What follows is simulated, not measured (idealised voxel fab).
process module | voxel wiring stack
cross-section cut | 155 nm wide | cells 5 nm
A cross-section is a grid of square cells, given in bands from the top down. A band is one or more rows of cells.
Each band's line starts with the height of the band's top and of its bottom, in nm. Then come its materials from left to right, each with its width in nm. One material with "throughout" fills the band from edge to edge. "air" is empty space.
Height 0 is the level under which the wafer as received is all one material. The lowest band goes on downwards, as in "0 down".
A width such as "30 to 40" changes by the same amount from each row of cells to the next, from the band's top row to its bottom row.
"no change" after a step means that no cell of the cross-section changed.
closed voids: empty space of 8 cells or more with no open way to the top, each as width x height at its distance from the left edge, in nm
after a step's settings: what the simulator itself notes on the step
overlay nm, on a step with a mask: how far to the right of its planned place the mask lay; to the left if negative
Each pair below shows a cross-section before one step and the cross-section after it, down to the lowest band that changed. The line under each pair gives the step between them, with its settings. The pairs can come from different runs of this module on the same starting wafer, so a pair continues from the pair above only where its "before" says so.
before
  0 down: Si throughout
  closed voids: none
after
  15 to 0: SiO2 throughout
  below 0: unchanged
  closed voids: none
the step between: op CONFORMAL_DEP | material SiO2 | thk nm 15
before: the cross-section after the pair above
after
  20 to 15: SiN throughout
  below 15: unchanged
  closed voids: none
the step between: op CONFORMAL_DEP | material SiN | thk nm 5
before: the cross-section after the pair above
after
  45 to 20: SiO2 throughout
  below 20: unchanged
  closed voids: none
the step between: op DIRECTIONAL_DEP | material SiO2 | thk nm 25
before: the cross-section after the pair above
after
  55 to 45: aC throughout
  below 45: unchanged
  closed voids: none
the step between: op DIRECTIONAL_DEP | material aC | thk nm 10
before: the cross-section after the pair above
after
  80 to 55: resist 40 | air 25 | resist 20 | air 25 | resist 45
  below 55: unchanged
  closed voids: none
the step between: op PATTERN | tone open | mask id METAL_1 | material resist | width nm 25 | pitch nm 45 | thk nm 25 | overlay nm 0
before: the cross-section after the pair above
after
  70 to 55: resist 40 | air 25 | resist 20 | air 25 | resist 45
  55 to 45: aC 40 | air 25 | aC 20 | air 25 | aC 45
  below 45: unchanged
  closed voids: none
the step between: op DIRECTIONAL_ETCH | etch materials aC | depth nm 10
before: the cross-section after the pair above
after
  55 to 45: aC 40 | air 25 | aC 20 | air 25 | aC 45
  below 45: unchanged
  closed voids: none
the step between: op STRIP | etch materials resist
before: the cross-section after the pair above
after
  55 to 45: aC 40 | air 25 | aC 20 | air 25 | aC 45
  45 to 20: SiO2 40 | air 25 | SiO2 20 | air 25 | SiO2 45
  below 20: unchanged
  closed voids: none
the step between: op DIRECTIONAL_ETCH | etch materials SiO2 | depth nm 25
before: the cross-section after the pair above
after
  55 to 45: aC 40 | air 25 | aC 20 | air 25 | aC 45
  45 to 20: SiO2 40 | air 25 | SiO2 20 | air 25 | SiO2 45
  20 to 15: SiN 40 | air 25 | SiN 20 | air 25 | SiN 45
  below 15: unchanged
  closed voids: none
the step between: op DIRECTIONAL_ETCH | etch materials SiN | depth nm 5
before: the cross-section after the pair above
after
  45 to 20: SiO2 40 | air 25 | SiO2 20 | air 25 | SiO2 45
  below 20: unchanged
  closed voids: none
the step between: op STRIP | etch materials aC
before: the cross-section after the pair above
after
  50 to 45: TiN 45 | air 15 | TiN 30 | air 15 | TiN 50
  45 to 20: SiO2 40 | TiN 5 | air 15 | TiN 5 | SiO2 20 | TiN 5 | air 15 | TiN 5 | SiO2 45
  20 to 15: SiN 40 | TiN 25 | SiN 20 | TiN 25 | SiN 45
  below 15: unchanged
  closed voids: none
the step between: op CONFORMAL_DEP | material TiN | thk nm 5
before: the cross-section after the pair above
after
  55 to 50: Ru throughout
  50 to 45: TiN 45 | Ru 15 | TiN 30 | Ru 15 | TiN 50
  45 to 20: SiO2 40 | TiN 5 | Ru 15 | TiN 5 | SiO2 20 | TiN 5 | Ru 15 | TiN 5 | SiO2 45
  below 20: unchanged
  closed voids: none
the step between: op FILL_DEP | material Ru | thk nm 5
before: the cross-section after the pair above
after
  45 to 20: SiO2 40 | TiN 5 | Ru 15 | TiN 5 | SiO2 20 | TiN 5 | Ru 15 | TiN 5 | SiO2 45
  below 20: unchanged
  closed voids: none
the step between: op CMP | height nm 45
before: the cross-section after the pair above
after
  50 to 45: SiCN throughout
  below 45: unchanged
  closed voids: none
the step between: op CONFORMAL_DEP | material SiCN | thk nm 5
before: the cross-section after the pair above
after
  75 to 50: lowk throughout
  below 50: unchanged
  closed voids: none
the step between: op DIRECTIONAL_DEP | material lowk | thk nm 25
before: the cross-section after the pair above
after
  85 to 75: aC throughout
  below 75: unchanged
  closed voids: none
the step between: op DIRECTIONAL_DEP | material aC | thk nm 10
before: the cross-section after the pair above
after
  115 to 85: resist 40 | air 15 | resist 30 | air 15 | resist 55
  below 85: unchanged
  closed voids: none
the step between: op PATTERN | tone open | mask id METAL_2_HOLES | material resist | width nm 15 | pitch nm 45 | thk nm 30 | overlay nm 0
before: the cross-section after the pair above
after
  105 to 85: resist 40 | air 15 | resist 30 | air 15 | resist 55
  85 to 75: aC 40 | air 15 | aC 30 | air 15 | aC 55
  below 75: unchanged
  closed voids: none
the step between: op DIRECTIONAL_ETCH | etch materials aC | depth nm 10
before: the cross-section after the pair above
after
  85 to 75: aC 40 | air 15 | aC 30 | air 15 | aC 55
  below 75: unchanged
  closed voids: none
the step between: op STRIP | etch materials resist
before: the cross-section after the pair above
after
  85 to 75: aC 40 | air 15 | aC 30 | air 15 | aC 55
  75 to 50: lowk 40 | air 15 | lowk 30 | air 15 | lowk 55
  below 50: unchanged
  closed voids: none
the step between: op DIRECTIONAL_ETCH | etch materials lowk | depth nm 25
before: the cross-section after the pair above
after
  75 to 50: lowk 40 | air 15 | lowk 30 | air 15 | lowk 55
  below 50: unchanged
  closed voids: none
the step between: op STRIP | etch materials aC
before: the cross-section after the pair above
after
  75 to 60: lowk 40 | air 25 | lowk 20 | air 25 | lowk 45
  below 60: unchanged
  closed voids: none
the step between: op MASKED_ETCH | tone open | mask id METAL_2 | width nm 25 | pitch nm 45 | etch materials lowk | depth nm 15 | overlay nm 0
before: the cross-section after the pair above
after
  75 to 60: lowk 40 | air 25 | lowk 20 | air 25 | lowk 45
  60 to 50: lowk 40 | air 15 | lowk 30 | air 15 | lowk 55
  50 to 45: SiCN 40 | air 15 | SiCN 30 | air 15 | SiCN 55
  below 45: unchanged
  closed voids: none
the step between: op MASKED_ETCH | tone open | mask id METAL_2 | width nm 25 | pitch nm 45 | etch materials SiCN | depth nm 5 | overlay nm 0
before: the cross-section after the pair above
after
  80 to 75: TiN 45 | air 15 | TiN 30 | air 15 | TiN 50
  75 to 65: lowk 40 | TiN 5 | air 15 | TiN 5 | lowk 20 | TiN 5 | air 15 | TiN 5 | lowk 45
  65 to 60: lowk 40 | TiN 5 | air 5 | TiN 15 | lowk 20 | TiN 5 | air 5 | TiN 15 | lowk 45
  60 to 50: lowk 40 | TiN 5 | air 5 | TiN 5 | lowk 30 | TiN 5 | air 5 | TiN 5 | lowk 55
  50 to 45: SiCN 40 | TiN 15 | SiCN 30 | TiN 15 | SiCN 55
  below 45: unchanged
  closed voids: none
the step between: op CONFORMAL_DEP | material TiN | thk nm 5
before: the cross-section after the pair above
after
  90 to 80: Cu throughout
  80 to 75: TiN 45 | Cu 15 | TiN 30 | Cu 15 | TiN 50
  75 to 65: lowk 40 | TiN 5 | Cu 15 | TiN 5 | lowk 20 | TiN 5 | Cu 15 | TiN 5 | lowk 45
  65 to 60: lowk 40 | TiN 5 | Cu 5 | TiN 15 | lowk 20 | TiN 5 | Cu 5 | TiN 15 | lowk 45
  60 to 50: lowk 40 | TiN 5 | Cu 5 | TiN 5 | lowk 30 | TiN 5 | Cu 5 | TiN 5 | lowk 55
  below 50: unchanged
  closed voids: none
the step between: op FILL_DEP | material Cu | thk nm 10
before: the cross-section after the pair above
after
  75 to 65: lowk 40 | TiN 5 | Cu 15 | TiN 5 | lowk 20 | TiN 5 | Cu 15 | TiN 5 | lowk 45
  below 65: unchanged
  closed voids: none
the step between: op CMP | height nm 75
before: the cross-section after the pair above
after
  80 to 75: SiCN throughout
  below 75: unchanged
  closed voids: none
the step between: op CONFORMAL_DEP | material SiCN | thk nm 5
before: the cross-section after the pair above
after
  115 to 80: SiO2 throughout
  below 80: unchanged
  closed voids: none
the step between: op DIRECTIONAL_DEP | material SiO2 | thk nm 35
before: the cross-section after the pair above
after
  135 to 115: resist 40 | air 15 | resist 100
  below 115: unchanged
  closed voids: none
the step between: op PATTERN | tone open | mask id METAL_3_HOLES | material resist | width nm 15 | thk nm 20 | overlay nm 0
before: the cross-section after the pair above
after
  135 to 115: resist 40 | air 15 | resist 100
  115 to 80: SiO2 40 | air 15 | SiO2 100
  below 80: unchanged
  closed voids: none
the step between: op DIRECTIONAL_ETCH | etch materials SiO2 | depth nm 35
before: the cross-section after the pair above
after
  115 to 80: SiO2 40 | air 15 | SiO2 100
  below 80: unchanged
  closed voids: none
the step between: op STRIP | etch materials resist
before: the cross-section after the pair above
after
  130 to 115: resist 40 | air 25 | resist 20 | air 25 | resist 45
  below 115: unchanged
  closed voids: none
the step between: op PATTERN | tone open | mask id METAL_3 | material resist | width nm 25 | pitch nm 45 | thk nm 15 | overlay nm 0
before: the cross-section after the pair above
after
  130 to 115: resist 40 | air 25 | resist 20 | air 25 | resist 45
  115 to 95: SiO2 40 | air 25 | SiO2 20 | air 25 | SiO2 45
  below 95: unchanged
  closed voids: none
the step between: op DIRECTIONAL_ETCH | etch materials SiO2 | depth nm 20
before: the cross-section after the pair above
after
  130 to 115: resist 40 | air 25 | resist 20 | air 25 | resist 45
  115 to 95: SiO2 40 | air 25 | SiO2 20 | air 25 | SiO2 45
  95 to 80: SiO2 40 | air 15 | SiO2 100
  80 to 75: SiCN 40 | air 15 | SiCN 100
  below 75: unchanged
  closed voids: none
the step between: op DIRECTIONAL_ETCH | etch materials SiCN | depth nm 5
before: the cross-section after the pair above
after
  115 to 95: SiO2 40 | air 25 | SiO2 20 | air 25 | SiO2 45
  below 95: unchanged
  closed voids: none
the step between: op STRIP | etch materials resist
before: the cross-section after the pair above
after
  120 to 115: TiN 45 | air 15 | TiN 30 | air 15 | TiN 50
  115 to 100: SiO2 40 | TiN 5 | air 15 | TiN 5 | SiO2 20 | TiN 5 | air 15 | TiN 5 | SiO2 45
  100 to 95: SiO2 40 | TiN 5 | air 5 | TiN 15 | SiO2 20 | TiN 25 | SiO2 45
  95 to 80: SiO2 40 | TiN 5 | air 5 | TiN 5 | SiO2 100
  80 to 75: SiCN 40 | TiN 15 | SiCN 100
  below 75: unchanged
  closed voids: none
the step between: op CONFORMAL_DEP | material TiN | thk nm 5
before: the cross-section after the pair above
after
  125 to 120: Cu throughout
  120 to 115: TiN 45 | Cu 15 | TiN 30 | Cu 15 | TiN 50
  115 to 100: SiO2 40 | TiN 5 | Cu 15 | TiN 5 | SiO2 20 | TiN 5 | Cu 15 | TiN 5 | SiO2 45
  100 to 95: SiO2 40 | TiN 5 | Cu 5 | TiN 15 | SiO2 20 | TiN 25 | SiO2 45
  95 to 80: SiO2 40 | TiN 5 | Cu 5 | TiN 5 | SiO2 100
  below 80: unchanged
  closed voids: none
the step between: op FILL_DEP | material Cu | thk nm 5
before: the cross-section after the pair above
after
  115 to 100: SiO2 40 | TiN 5 | Cu 15 | TiN 5 | SiO2 20 | TiN 5 | Cu 15 | TiN 5 | SiO2 45
  below 100: unchanged
  closed voids: none
the step between: op CMP | height nm 115
before: the cross-section after the pair above
after
  120 to 115: SiN throughout
  below 115: unchanged
  closed voids: none
the step between: op CONFORMAL_DEP | material SiN | thk nm 5
before
  15 to 0: SiO2 throughout
  0 down: Si throughout
  closed voids: none
after
  40 to 0: SiO2 throughout
  below 0: unchanged
  closed voids: none
the step between: op DIRECTIONAL_DEP | material SiO2 | thk nm 25
before: the cross-section after the pair above
after
  50 to 40: aC throughout
  below 40: unchanged
  closed voids: none
the step between: op DIRECTIONAL_DEP | material aC | thk nm 10
before: the cross-section after the pair above
after
  75 to 50: resist 40 | air 25 | resist 20 | air 25 | resist 45
  below 50: unchanged
  closed voids: none
the step between: op PATTERN | tone open | mask id METAL_1 | material resist | width nm 25 | pitch nm 45 | thk nm 25 | overlay nm 0
before: the cross-section after the pair above
after
  65 to 50: resist 40 | air 25 | resist 20 | air 25 | resist 45
  50 to 40: aC 40 | air 25 | aC 20 | air 25 | aC 45
  below 40: unchanged
  closed voids: none
the step between: op DIRECTIONAL_ETCH | etch materials aC | depth nm 10
before: the cross-section after the pair above
after
  50 to 40: aC 40 | air 25 | aC 20 | air 25 | aC 45
  below 40: unchanged
  closed voids: none
the step between: op STRIP | etch materials resist
before: the cross-section after the pair above
after
  50 to 40: aC 40 | air 25 | aC 20 | air 25 | aC 45
  40 to 15: SiO2 40 | air 25 | SiO2 20 | air 25 | SiO2 45
  below 15: unchanged
  closed voids: none
the step between: op DIRECTIONAL_ETCH | etch materials SiO2 | depth nm 25
before: the cross-section after the pair above
after
  40 to 15: SiO2 40 | air 25 | SiO2 20 | air 25 | SiO2 45
  below 15: unchanged
  closed voids: none
the step between: op STRIP | etch materials aC
before: the cross-section after the pair above
after
  45 to 40: TiN 45 | air 15 | TiN 30 | air 15 | TiN 50
  40 to 20: SiO2 40 | TiN 5 | air 15 | TiN 5 | SiO2 20 | TiN 5 | air 15 | TiN 5 | SiO2 45
  20 to 15: SiO2 40 | TiN 25 | SiO2 20 | TiN 25 | SiO2 45
  below 15: unchanged
  closed voids: none
the step between: op CONFORMAL_DEP | material TiN | thk nm 5
before: the cross-section after the pair above
after
  50 to 45: Ru throughout
  45 to 40: TiN 45 | Ru 15 | TiN 30 | Ru 15 | TiN 50
  40 to 20: SiO2 40 | TiN 5 | Ru 15 | TiN 5 | SiO2 20 | TiN 5 | Ru 15 | TiN 5 | SiO2 45
  below 20: unchanged
  closed voids: none
the step between: op FILL_DEP | material Ru | thk nm 5
before: the cross-section after the pair above
after
  45 to 40: TiN 45 | Ru 15 | TiN 30 | Ru 15 | TiN 50
  below 40: unchanged
  closed voids: none
the step between: op CMP | height nm 45
before: the cross-section after the pair above
after
  50 to 45: SiCN throughout
  below 45: unchanged
  closed voids: none
the step between: op CONFORMAL_DEP | material SiCN | thk nm 5
before: the cross-section after the pair above
after
  75 to 50: lowk throughout
  below 50: unchanged
  closed voids: none
the step between: op DIRECTIONAL_DEP | material lowk | thk nm 25
before: the cross-section after the pair above
after
  85 to 75: aC throughout
  below 75: unchanged
  closed voids: none
the step between: op DIRECTIONAL_DEP | material aC | thk nm 10
before: the cross-section after the pair above
after
  115 to 85: resist 40 | air 15 | resist 30 | air 15 | resist 55
  below 85: unchanged
  closed voids: none
the step between: op PATTERN | tone open | mask id METAL_2_HOLES | material resist | width nm 15 | pitch nm 45 | thk nm 30 | overlay nm 0
before: the cross-section after the pair above
after
  105 to 85: resist 40 | air 15 | resist 30 | air 15 | resist 55
  85 to 75: aC 40 | air 15 | aC 30 | air 15 | aC 55
  below 75: unchanged
  closed voids: none
the step between: op DIRECTIONAL_ETCH | etch materials aC | depth nm 10
before: the cross-section after the pair above
after
  85 to 75: aC 40 | air 15 | aC 30 | air 15 | aC 55
  below 75: unchanged
  closed voids: none
the step between: op STRIP | etch materials resist
before: the cross-section after the pair above
after
  85 to 75: aC 40 | air 15 | aC 30 | air 15 | aC 55
  75 to 50: lowk 40 | air 15 | lowk 30 | air 15 | lowk 55
  below 50: unchanged
  closed voids: none
the step between: op DIRECTIONAL_ETCH | etch materials lowk | depth nm 25
before: the cross-section after the pair above
after
  75 to 50: lowk 40 | air 15 | lowk 30 | air 15 | lowk 55
  below 50: unchanged
  closed voids: none
the step between: op STRIP | etch materials aC
before: the cross-section after the pair above
after
  75 to 60: lowk 40 | air 25 | lowk 20 | air 25 | lowk 45
  below 60: unchanged
  closed voids: none
the step between: op MASKED_ETCH | tone open | mask id METAL_2 | width nm 25 | pitch nm 45 | etch materials lowk | depth nm 15 | overlay nm 0
before: the cross-section after the pair above
after
  75 to 60: lowk 40 | air 25 | lowk 20 | air 25 | lowk 45
  60 to 50: lowk 40 | air 15 | lowk 30 | air 15 | lowk 55
  50 to 45: SiCN 40 | air 15 | SiCN 30 | air 15 | SiCN 55
  below 45: unchanged
  closed voids: none
the step between: op MASKED_ETCH | tone open | mask id METAL_2 | width nm 25 | pitch nm 45 | etch materials SiCN | depth nm 5 | overlay nm 0
before: the cross-section after the pair above
after
  80 to 75: TiN 45 | air 15 | TiN 30 | air 15 | TiN 50
  75 to 65: lowk 40 | TiN 5 | air 15 | TiN 5 | lowk 20 | TiN 5 | air 15 | TiN 5 | lowk 45
  65 to 60: lowk 40 | TiN 5 | air 5 | TiN 15 | lowk 20 | TiN 5 | air 5 | TiN 15 | lowk 45
  60 to 50: lowk 40 | TiN 5 | air 5 | TiN 5 | lowk 30 | TiN 5 | air 5 | TiN 5 | lowk 55
  50 to 45: SiCN 40 | TiN 15 | SiCN 30 | TiN 15 | SiCN 55
  below 45: unchanged
  closed voids: none
the step between: op CONFORMAL_DEP | material TiN | thk nm 5
before: the cross-section after the pair above
after
  90 to 80: Cu throughout
  80 to 75: TiN 45 | Cu 15 | TiN 30 | Cu 15 | TiN 50
  75 to 65: lowk 40 | TiN 5 | Cu 15 | TiN 5 | lowk 20 | TiN 5 | Cu 15 | TiN 5 | lowk 45
  65 to 60: lowk 40 | TiN 5 | Cu 5 | TiN 15 | lowk 20 | TiN 5 | Cu 5 | TiN 15 | lowk 45
  60 to 50: lowk 40 | TiN 5 | Cu 5 | TiN 5 | lowk 30 | TiN 5 | Cu 5 | TiN 5 | lowk 55
  below 50: unchanged
  closed voids: none
the step between: op FILL_DEP | material Cu | thk nm 10
before: the cross-section after the pair above
after
  75 to 65: lowk 40 | TiN 5 | Cu 15 | TiN 5 | lowk 20 | TiN 5 | Cu 15 | TiN 5 | lowk 45
  below 65: unchanged
  closed voids: none
the step between: op CMP | height nm 75
before: the cross-section after the pair above
after
  80 to 75: SiCN throughout
  below 75: unchanged
  closed voids: none
the step between: op CONFORMAL_DEP | material SiCN | thk nm 5
before: the cross-section after the pair above
after
  115 to 80: SiO2 throughout
  below 80: unchanged
  closed voids: none
the step between: op DIRECTIONAL_DEP | material SiO2 | thk nm 35
before: the cross-section after the pair above
after
  135 to 115: resist 40 | air 15 | resist 100
  below 115: unchanged
  closed voids: none
the step between: op PATTERN | tone open | mask id METAL_3_HOLES | material resist | width nm 15 | thk nm 20 | overlay nm 0
before: the cross-section after the pair above
after
  135 to 115: resist 40 | air 15 | resist 100
  115 to 80: SiO2 40 | air 15 | SiO2 100
  below 80: unchanged
  closed voids: none
the step between: op DIRECTIONAL_ETCH | etch materials SiO2 | depth nm 35
before: the cross-section after the pair above
after
  115 to 80: SiO2 40 | air 15 | SiO2 100
  below 80: unchanged
  closed voids: none
the step between: op STRIP | etch materials resist
before: the cross-section after the pair above
after
  130 to 115: resist 40 | air 25 | resist 20 | air 25 | resist 45
  below 115: unchanged
  closed voids: none
the step between: op PATTERN | tone open | mask id METAL_3 | material resist | width nm 25 | pitch nm 45 | thk nm 15 | overlay nm 0
before: the cross-section after the pair above
after
  130 to 115: resist 40 | air 25 | resist 20 | air 25 | resist 45
  115 to 95: SiO2 40 | air 25 | SiO2 20 | air 25 | SiO2 45
  below 95: unchanged
  closed voids: none
the step between: op DIRECTIONAL_ETCH | etch materials SiO2 | depth nm 20
before: the cross-section after the pair above
after
  130 to 115: resist 40 | air 25 | resist 20 | air 25 | resist 45
  115 to 95: SiO2 40 | air 25 | SiO2 20 | air 25 | SiO2 45
  95 to 80: SiO2 40 | air 15 | SiO2 100
  80 to 75: SiCN 40 | air 15 | SiCN 100
  below 75: unchanged
  closed voids: none
the step between: op DIRECTIONAL_ETCH | etch materials SiCN | depth nm 5
before: the cross-section after the pair above
after
  115 to 95: SiO2 40 | air 25 | SiO2 20 | air 25 | SiO2 45
  below 95: unchanged
  closed voids: none
the step between: op STRIP | etch materials resist
before: the cross-section after the pair above
after
  120 to 115: TiN 45 | air 15 | TiN 30 | air 15 | TiN 50
  115 to 100: SiO2 40 | TiN 5 | air 15 | TiN 5 | SiO2 20 | TiN 5 | air 15 | TiN 5 | SiO2 45
  100 to 95: SiO2 40 | TiN 5 | air 5 | TiN 15 | SiO2 20 | TiN 25 | SiO2 45
  95 to 80: SiO2 40 | TiN 5 | air 5 | TiN 5 | SiO2 100
  80 to 75: SiCN 40 | TiN 15 | SiCN 100
  below 75: unchanged
  closed voids: none
the step between: op CONFORMAL_DEP | material TiN | thk nm 5
before: the cross-section after the pair above
after
  125 to 120: Cu throughout
  120 to 115: TiN 45 | Cu 15 | TiN 30 | Cu 15 | TiN 50
  115 to 100: SiO2 40 | TiN 5 | Cu 15 | TiN 5 | SiO2 20 | TiN 5 | Cu 15 | TiN 5 | SiO2 45
  100 to 95: SiO2 40 | TiN 5 | Cu 5 | TiN 15 | SiO2 20 | TiN 25 | SiO2 45
  95 to 80: SiO2 40 | TiN 5 | Cu 5 | TiN 5 | SiO2 100
  below 80: unchanged
  closed voids: none
the step between: op FILL_DEP | material Cu | thk nm 5
before: the cross-section after the pair above
after
  115 to 100: SiO2 40 | TiN 5 | Cu 15 | TiN 5 | SiO2 20 | TiN 5 | Cu 15 | TiN 5 | SiO2 45
  below 100: unchanged
  closed voids: none
the step between: op CMP | height nm 115
before: the cross-section after the pair above
after
  120 to 115: SiN throughout
  below 115: unchanged
  closed voids: none
the step between: op CONFORMAL_DEP | material SiN | thk nm 5
before
  115 to 80: SiO2 throughout
  80 to 75: SiCN throughout
  75 to 65: lowk 40 | TiN 5 | Cu 15 | TiN 5 | lowk 20 | TiN 5 | Cu 15 | TiN 5 | lowk 45
  65 to 60: lowk 40 | TiN 5 | Cu 5 | TiN 15 | lowk 20 | TiN 5 | Cu 5 | TiN 15 | lowk 45
  60 to 50: lowk 40 | TiN 5 | Cu 5 | TiN 5 | lowk 30 | TiN 5 | Cu 5 | TiN 5 | lowk 55
  50 to 45: SiCN 40 | TiN 15 | SiCN 30 | TiN 15 | SiCN 55
  45 to 20: SiO2 40 | TiN 5 | Ru 15 | TiN 5 | SiO2 20 | TiN 5 | Ru 15 | TiN 5 | SiO2 45
  20 to 15: SiN 40 | TiN 25 | SiN 20 | TiN 25 | SiN 45
  15 to 0: SiO2 throughout
  0 down: Si throughout
  closed voids: none
after
  150 to 80: SiO2 throughout
  below 80: unchanged
  closed voids: none
the step between: op DIRECTIONAL_DEP | material SiO2 | thk nm 35
before: the cross-section after the pair above
after
  170 to 150: resist 40 | air 15 | resist 100
  below 150: unchanged
  closed voids: none
the step between: op PATTERN | tone open | mask id METAL_3_HOLES | material resist | width nm 15 | thk nm 20 | overlay nm 0
before: the cross-section after the pair above
after
  170 to 150: resist 40 | air 15 | resist 100
  150 to 115: SiO2 40 | air 15 | SiO2 100
  below 115: unchanged
  closed voids: none
the step between: op DIRECTIONAL_ETCH | etch materials SiO2 | depth nm 35
before: the cross-section after the pair above
after
  150 to 115: SiO2 40 | air 15 | SiO2 100
  below 115: unchanged
  closed voids: none
the step between: op STRIP | etch materials resist
before: the cross-section after the pair above
after
  165 to 150: resist 40 | air 25 | resist 20 | air 25 | resist 45
  below 150: unchanged
  closed voids: none
the step between: op PATTERN | tone open | mask id METAL_3 | material resist | width nm 25 | pitch nm 45 | thk nm 15 | overlay nm 0
before: the cross-section after the pair above
after
  165 to 150: resist 40 | air 25 | resist 20 | air 25 | resist 45
  150 to 130: SiO2 40 | air 25 | SiO2 20 | air 25 | SiO2 45
  130 to 95: SiO2 40 | air 15 | SiO2 100
  below 95: unchanged
  closed voids: none
the step between: op DIRECTIONAL_ETCH | etch materials SiO2 | depth nm 20
before: the cross-section after the pair above
after
  150 to 130: SiO2 40 | air 25 | SiO2 20 | air 25 | SiO2 45
  below 130: unchanged
  closed voids: none
the step between: op STRIP | etch materials resist
before: the cross-section after the pair above
after
  155 to 150: TiN 45 | air 15 | TiN 30 | air 15 | TiN 50
  150 to 135: SiO2 40 | TiN 5 | air 15 | TiN 5 | SiO2 20 | TiN 5 | air 15 | TiN 5 | SiO2 45
  135 to 130: SiO2 40 | TiN 5 | air 5 | TiN 15 | SiO2 20 | TiN 25 | SiO2 45
  130 to 100: SiO2 40 | TiN 5 | air 5 | TiN 5 | SiO2 100
  100 to 95: SiO2 40 | TiN 15 | SiO2 100
  below 95: unchanged
  closed voids: none
the step between: op CONFORMAL_DEP | material TiN | thk nm 5
before: the cross-section after the pair above
after
  160 to 155: Cu throughout
  155 to 150: TiN 45 | Cu 15 | TiN 30 | Cu 15 | TiN 50
  150 to 135: SiO2 40 | TiN 5 | Cu 15 | TiN 5 | SiO2 20 | TiN 5 | Cu 15 | TiN 5 | SiO2 45
  135 to 130: SiO2 40 | TiN 5 | Cu 5 | TiN 15 | SiO2 20 | TiN 25 | SiO2 45
  130 to 100: SiO2 40 | TiN 5 | Cu 5 | TiN 5 | SiO2 100
  below 100: unchanged
  closed voids: none
the step between: op FILL_DEP | material Cu | thk nm 5
before: the cross-section after the pair above
after
  115 to 100: SiO2 40 | TiN 5 | Cu 5 | TiN 5 | SiO2 100
  below 100: unchanged
  closed voids: none
the step between: op CMP | height nm 115
before: the cross-section after the pair above
after
  120 to 115: SiN throughout
  below 115: unchanged
  closed voids: none
the step between: op CONFORMAL_DEP | material SiN | thk nm 5
before
  75 to 65: lowk 40 | TiN 5 | Cu 15 | TiN 5 | lowk 20 | TiN 5 | Cu 15 | TiN 5 | lowk 45
  65 to 60: lowk 40 | TiN 5 | Cu 5 | TiN 15 | lowk 20 | TiN 5 | Cu 5 | TiN 15 | lowk 45
  60 to 50: lowk 40 | TiN 5 | Cu 5 | TiN 5 | lowk 30 | TiN 5 | Cu 5 | TiN 5 | lowk 55
  50 to 45: SiCN 40 | TiN 15 | SiCN 30 | TiN 15 | SiCN 55
  45 to 20: SiO2 40 | TiN 5 | Ru 15 | TiN 5 | SiO2 20 | TiN 5 | Ru 15 | TiN 5 | SiO2 45
  20 to 15: SiN 40 | TiN 25 | SiN 20 | TiN 25 | SiN 45
  15 to 0: SiO2 throughout
  0 down: Si throughout
  closed voids: none
after
  110 to 75: SiO2 throughout
  below 75: unchanged
  closed voids: none
the step between: op DIRECTIONAL_DEP | material SiO2 | thk nm 35
before: the cross-section after the pair above
after
  115 to 110: SiCN throughout
  below 110: unchanged
  closed voids: none
the step between: op CONFORMAL_DEP | material SiCN | thk nm 5
before: the cross-section after the pair above
after
  135 to 115: resist 40 | air 15 | resist 100
  below 115: unchanged
  closed voids: none
the step between: op PATTERN | tone open | mask id METAL_3_HOLES | material resist | width nm 15 | thk nm 20 | overlay nm 0
before: the cross-section after the pair above
after
  115 to 110: SiCN throughout
  below 110: unchanged
  closed voids: none
the step between: op STRIP | etch materials resist
before: the cross-section after the pair above
after
  130 to 115: resist 40 | air 25 | resist 20 | air 25 | resist 45
  below 115: unchanged
  closed voids: none
the step between: op PATTERN | tone open | mask id METAL_3 | material resist | width nm 25 | pitch nm 45 | thk nm 15 | overlay nm 0
before: the cross-section after the pair above
after
  130 to 115: resist 40 | air 25 | resist 20 | air 25 | resist 45
  115 to 110: SiCN 40 | air 25 | SiCN 20 | air 25 | SiCN 45
  below 110: unchanged
  closed voids: none
the step between: op DIRECTIONAL_ETCH | etch materials SiCN | depth nm 5
before: the cross-section after the pair above
after
  115 to 110: SiCN 40 | air 25 | SiCN 20 | air 25 | SiCN 45
  below 110: unchanged
  closed voids: none
the step between: op STRIP | etch materials resist
before: the cross-section after the pair above
after
  120 to 115: TiN 45 | air 15 | TiN 30 | air 15 | TiN 50
  115 to 110: SiCN 40 | TiN 25 | SiCN 20 | TiN 25 | SiCN 45
  below 110: unchanged
  closed voids: none
the step between: op CONFORMAL_DEP | material TiN | thk nm 5
before: the cross-section after the pair above
after
  125 to 120: Cu throughout
  120 to 115: TiN 45 | Cu 15 | TiN 30 | Cu 15 | TiN 50
  below 115: unchanged
  closed voids: none
the step between: op FILL_DEP | material Cu | thk nm 5
before: the cross-section after the pair above
after
  115 to 110: SiCN 40 | TiN 25 | SiCN 20 | TiN 25 | SiCN 45
  below 110: unchanged
  closed voids: none
the step between: op CMP | height nm 115
before: the cross-section after the pair above
after
  120 to 115: SiN throughout
  below 115: unchanged
  closed voids: none
the step between: op CONFORMAL_DEP | material SiN | thk nm 5
before
  0 down: Si throughout
  closed voids: none
after
  5 to 0: SiO2 throughout
  below 0: unchanged
  closed voids: none
the step between: op CONFORMAL_DEP | material SiO2 | thk nm 5
before: the cross-section after the pair above
after
  10 to 5: SiN throughout
  below 5: unchanged
  closed voids: none
the step between: op CONFORMAL_DEP | material SiN | thk nm 5
before: the cross-section after the pair above
after
  35 to 10: SiO2 throughout
  below 10: unchanged
  closed voids: none
the step between: op DIRECTIONAL_DEP | material SiO2 | thk nm 25
before: the cross-section after the pair above
after
  45 to 35: aC throughout
  below 35: unchanged
  closed voids: none
the step between: op DIRECTIONAL_DEP | material aC | thk nm 10
before: the cross-section after the pair above
after
  70 to 45: resist 40 | air 25 | resist 20 | air 25 | resist 45
  below 45: unchanged
  closed voids: none
the step between: op PATTERN | tone open | mask id METAL_1 | material resist | width nm 25 | pitch nm 45 | thk nm 25 | overlay nm 0
before: the cross-section after the pair above
after
  60 to 45: resist 40 | air 25 | resist 20 | air 25 | resist 45
  45 to 35: aC 40 | air 25 | aC 20 | air 25 | aC 45
  below 35: unchanged
  closed voids: none
the step between: op DIRECTIONAL_ETCH | etch materials aC | depth nm 10
before: the cross-section after the pair above
after
  45 to 35: aC 40 | air 25 | aC 20 | air 25 | aC 45
  below 35: unchanged
  closed voids: none
the step between: op STRIP | etch materials resist
before: the cross-section after the pair above
after
  45 to 35: aC 40 | air 25 | aC 20 | air 25 | aC 45
  35 to 10: SiO2 40 | air 25 | SiO2 20 | air 25 | SiO2 45
  below 10: unchanged
  closed voids: none
the step between: op DIRECTIONAL_ETCH | etch materials SiO2 | depth nm 25
before: the cross-section after the pair above
after
  45 to 35: aC 40 | air 25 | aC 20 | air 25 | aC 45
  35 to 10: SiO2 40 | air 25 | SiO2 20 | air 25 | SiO2 45
  10 to 5: SiN 40 | air 25 | SiN 20 | air 25 | SiN 45
  below 5: unchanged
  closed voids: none
the step between: op DIRECTIONAL_ETCH | etch materials SiN | depth nm 5
